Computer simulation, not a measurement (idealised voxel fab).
This section sets out a process module, namely voxel gate over fins.
cross-section cut | 245 nm wide | cells 5 nm
A cross-section is a grid of square cells, given in bands from the top down. A band is one or more rows of cells.
Within each band entry, the heights of the top and of the bottom of the band appear first, in that order and in nm; the materials of the band then follow from left to right, each with its corresponding width in nm. The designation "all across" on a single material indicates that it fills the band from edge to edge; the designation "air" indicates empty space.
A quick word on heights: they are counted from 0, and under that level the wafer as it came to us is one material throughout. The lowest band is different from the rest in having no bottom; it simply continues downward, written as in "0 down".
It should be noted that a width expressed as "30..40" varies in equal increments from row to row of cells within the band, taking the value of the first number at the top row and that of the second number at the bottom row.
Basically "nothing altered" means that step didn't change any cell in the cross-section.
Empty spaces counting at least 8 cells and having no open way to the top are listed in "Sealed-off cavities". The notation width x height at distance is used for each, the distance being from the left edge and all three values in nm.
On each step's line, the part that comes after the settings is the simulator's own comment on the step.
overlay nm: on a step with a mask, how far right of its planned place the mask lay; negative means left.
**The process steps that were planned are listed below**
1) RECEIVE (material Si)
2) CONFORMAL_DEP (material SiN; thk nm 5)
3) MASKED_ETCH (tone cover; mask id FINS; width nm 15; pitch nm 55; etch materials SiN; depth nm 5; overlay nm 0)
4) MASKED_ETCH (tone cover; mask id FINS; width nm 15; pitch nm 55; etch materials Si; depth nm 30; overlay nm 0)
5) OXIDIZE (depth nm 5)
6) FILL_DEP (material SiO2; thk nm 15)
7) CMP (height nm 5)
8) PATTERN (tone open; mask id RAIL; material resist; width nm 15; thk nm 20; overlay nm 0)
9) DIRECTIONAL_ETCH (etch materials SiO2; depth nm 30)
10) STRIP (etch materials resist)
11) CONFORMAL_DEP (material TiN; thk nm 5)
12) FILL_DEP (material W; thk nm 5)
13) CMP (height nm 5)
14) SELECTIVE_ETCH (etch materials W Ru TiN; depth nm 25)
15) FILL_DEP (material SiO2; thk nm 5)
16) CMP (height nm 5)
17) SELECTIVE_ETCH (etch materials SiO2; depth nm 20)
18) STRIP (etch materials SiN)
19) CONFORMAL_DEP (material HfO2; thk nm 5)
20) CONFORMAL_DEP (material TiN; thk nm 5)
21) FILL_DEP (material W; thk nm 10)
22) CMP (height nm 15)
23) CONFORMAL_DEP (material SiN; thk nm 5)
**Cross-section of the wafer as it came to us, i.e., already through step 1**
* 0 down | Si all across
* Sealed-off cavities: none
**Here's the cross-section of the first of our two wafers at the end of the module - it ran as planned**
* 20 to 15 | SiN all across
* 15 to 10 | W all across
* 10 to 5 | W 25; TiN 25; W 30; TiN 25; W 30; TiN 25; W 30; TiN 25; W 30
* 5 to 0 | W 25; TiN 5; HfO2 15; TiN 5; W 30; TiN 5; HfO2 15; TiN 5; W 30; TiN 5; HfO2 15; TiN 5; W 30; TiN 5; HfO2 15; TiN 5; W 30
* 0 to -5 | W 25; TiN 5; HfO2 5; Si 5; HfO2 5; TiN 5; W 30; TiN 5; HfO2 5; Si 5; HfO2 5; TiN 5; W 30; TiN 5; HfO2 5; Si 5; HfO2 5; TiN 5; W 30; TiN 5; HfO2 5; Si 5; HfO2 5; TiN 5; W 30
* -5 to -10 | TiN 30; HfO2 5; Si 5; HfO2 5; TiN 40; HfO2 5; Si 5; HfO2 5; TiN 40; HfO2 5; Si 5; HfO2 5; TiN 40; HfO2 5; Si 5; HfO2 5; TiN 35
* -10 to -15 | HfO2 35; Si 5; HfO2 50; Si 5; HfO2 50; Si 5; HfO2 50; Si 5; HfO2 40
* -15 to -20 | SiO2 35; Si 5; SiO2 50; Si 5; SiO2 50; Si 5; SiO2 50; Si 5; SiO2 40
* -20 to -25 | SiO2 35; Si 5; SiO2 15; TiN 15; SiO2 20; Si 5; SiO2 50; Si 5; SiO2 50; Si 5; SiO2 40
* -25 to -35 | SiO2 35; Si 5; SiO2 50; Si 5; SiO2 50; Si 5; SiO2 50; Si 5; SiO2 40
* -35 down | Si all across
* Sealed-off cavities: none
**Presented here is a cross-section of the second of the two wafers as it stood at the end of the module. It was started in the same manner and assigned the same plan as the first wafer; however, one mistake was made in its execution**
* 20 to 15 | SiN all across
* 15 to 10 | W all across
* 10 to 5 | W 30; TiN 25; W 30; TiN 25; W 30; TiN 25; W 30; TiN 25; W 25
* 5 to 0 | W 25; TiN 10; HfO2 15; TiN 5; W 25; TiN 10; HfO2 15; TiN 5; W 25; TiN 10; HfO2 15; TiN 5; W 25; TiN 10; HfO2 15; TiN 5; W 25
* 0 to -5 | W 25; TiN 5; HfO2 10; Si 5; HfO2 5; TiN 5; W 25; TiN 5; HfO2 10; Si 5; HfO2 5; TiN 5; W 25; TiN 5; HfO2 10; Si 5; HfO2 5; TiN 5; W 25; TiN 5; HfO2 10; Si 5; HfO2 5; TiN 5; W 25
* -5 to -10 | TiN 30; HfO2 5; Si 10; HfO2 5; TiN 35; HfO2 5; Si 10; HfO2 5; TiN 35; HfO2 5; Si 10; HfO2 5; TiN 35; HfO2 5; Si 10; HfO2 5; TiN 30
* -10 to -15 | HfO2 35; Si 10; HfO2 45; Si 10; HfO2 45; Si 10; HfO2 45; Si 10; HfO2 35
* -15 to -20 | SiO2 35; Si 10; SiO2 45; Si 10; SiO2 45; Si 10; SiO2 45; Si 10; SiO2 35
* -20 to -25 | SiO2 35; Si 10; SiO2 10; TiN 15; SiO2 20; Si 10; SiO2 45; Si 10; SiO2 45; Si 10; SiO2 35
* -25 to -35 | SiO2 35; Si 10; SiO2 45; Si 10; SiO2 45; Si 10; SiO2 45; Si 10; SiO2 35
* -35 down | Si all across
* Sealed-off cavities: none
Deviation from plan: it should be noted that step 3 was executed with settings other than those planned, the operation and settings actually applied being MASKED_ETCH (tone cover; mask id FINS; width nm 15; pitch nm 55; etch materials SiN; depth nm 5; overlay nm 5)
Heads up, by the end the second wafer has more or fewer cells of some materials compared to the first: Si: 24 more, SiO2: 16 fewer, W: 8 fewer
